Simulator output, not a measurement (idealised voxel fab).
Title: Process Module voxel released beams
This is section cut - it's 165 nm across, gridded in 5 nm square cells.
Heads up, the way a cross-section reads in here is a grid of square cells, handed over as bands from the top down, with every band being one or more rows of cells. For a band, the entry starts with two heights in nm, that of the top and then that of the bottom, and carries on with the band's materials in order from left to right, each alongside its width in nm; the word "everywhere" beside a single material means it fills the band edge to edge, and "empty" means empty space. For the purposes of this specification, 0 denotes the height below which the wafer in its as-received condition is composed wholly of one material, and the lowermost band, lacking a lower limit, extends downward without end, as expressed in "0..down". Graded width ("30->40"): value in top row of band = first number; value in bottom row = second number; row-to-row change constant. Given "no alteration" for a step, no cell of the cross-section differs between before and after that step. Heads up: "Unvented voids" only lists the empty pockets with no open path to the top that are 8 cells or more, and it writes them as width x height at distance, distance from the left edge, in nm. Where a step's line continues beyond its settings, the continuation is a remark by the simulator itself on that step. overlay nm: for a step with a mask, the amount by which the mask lay right of where it was planned; a negative amount means left of it.
### The following list gives the planned process steps
1) RECEIVE with material Si
2) CONFORMAL_DEP with material SiN, thk nm 5
3) DIRECTIONAL_DEP with material SiO2, thk nm 20
4) MASKED_ETCH with tone open, mask id ANCHOR, width nm 35, etch materials SiO2, depth nm 20, overlay nm 0
5) CONFORMAL_DEP with material polySi, thk nm 15
6) MASKED_ETCH with tone cover, mask id BEAM, width nm 95, etch materials polySi, depth nm 15, overlay nm 0
7) STRIP with etch materials SiO2
### So, the first of our two wafers, run just as we planned it
### Cross-section of the wafer at receipt, which is the condition after step 1
> 0..down  Si everywhere
> Unvented voids: none
### after step 2
> 5..0  SiN everywhere
> Under 0: no change, same as before.
### after step 3
> 25..5  SiO2 everywhere
> Under 5: no change, same as before.
### after step 4
> 25..5  SiO2=35, empty=35, SiO2=95
> Under 5: no change, same as before.
### after step 5
> 40..25  polySi=50, empty=5, polySi=110
> 25..20  SiO2=35, polySi=15, empty=5, polySi=15, SiO2=95
> 20..5  SiO2=35, polySi=35, SiO2=95
> Under 5: no change, same as before.
### after step 6
> 40..25  empty=30, polySi=20, empty=5, polySi=70, empty=40
> Under 25: no change, same as before.
### after step 7
> 40..25  empty=30, polySi=20, empty=5, polySi=70, empty=40
> 25..20  empty=35, polySi=15, empty=5, polySi=15, empty=95
> 20..5  empty=35, polySi=35, empty=95
> Under 5: no change, same as before.
### Okay, second wafer. Nothing different at the start, nothing different in the plan, just one mistake somewhere in the running. As far as step 2, counting that step, it's the first wafer all over again
### Cross-section: second wafer, time at which step 3 was scheduled to end
> 25..5  polySi everywhere
> Under 5: no change, same as before.
Cross-section: second wafer, time at which step 4 was scheduled to end: no alteration
### Cross-section: second wafer, time at which step 5 was scheduled to end
> 40..5  polySi everywhere
> Under 5: no change, same as before.
### Cross-section: second wafer, time at which step 6 was scheduled to end
> 40..25  empty=30, polySi=95, empty=40
> Under 25: no change, same as before.
Cross-section: second wafer, time at which step 7 was scheduled to end: no alteration
Want to know what went wrong? step 3 was processed under conditions differing from the plan, specifically as DIRECTIONAL_DEP with material polySi, thk nm 20
End of process, cell counts, second wafer against first, materials with more or fewer: 108 more of polySi
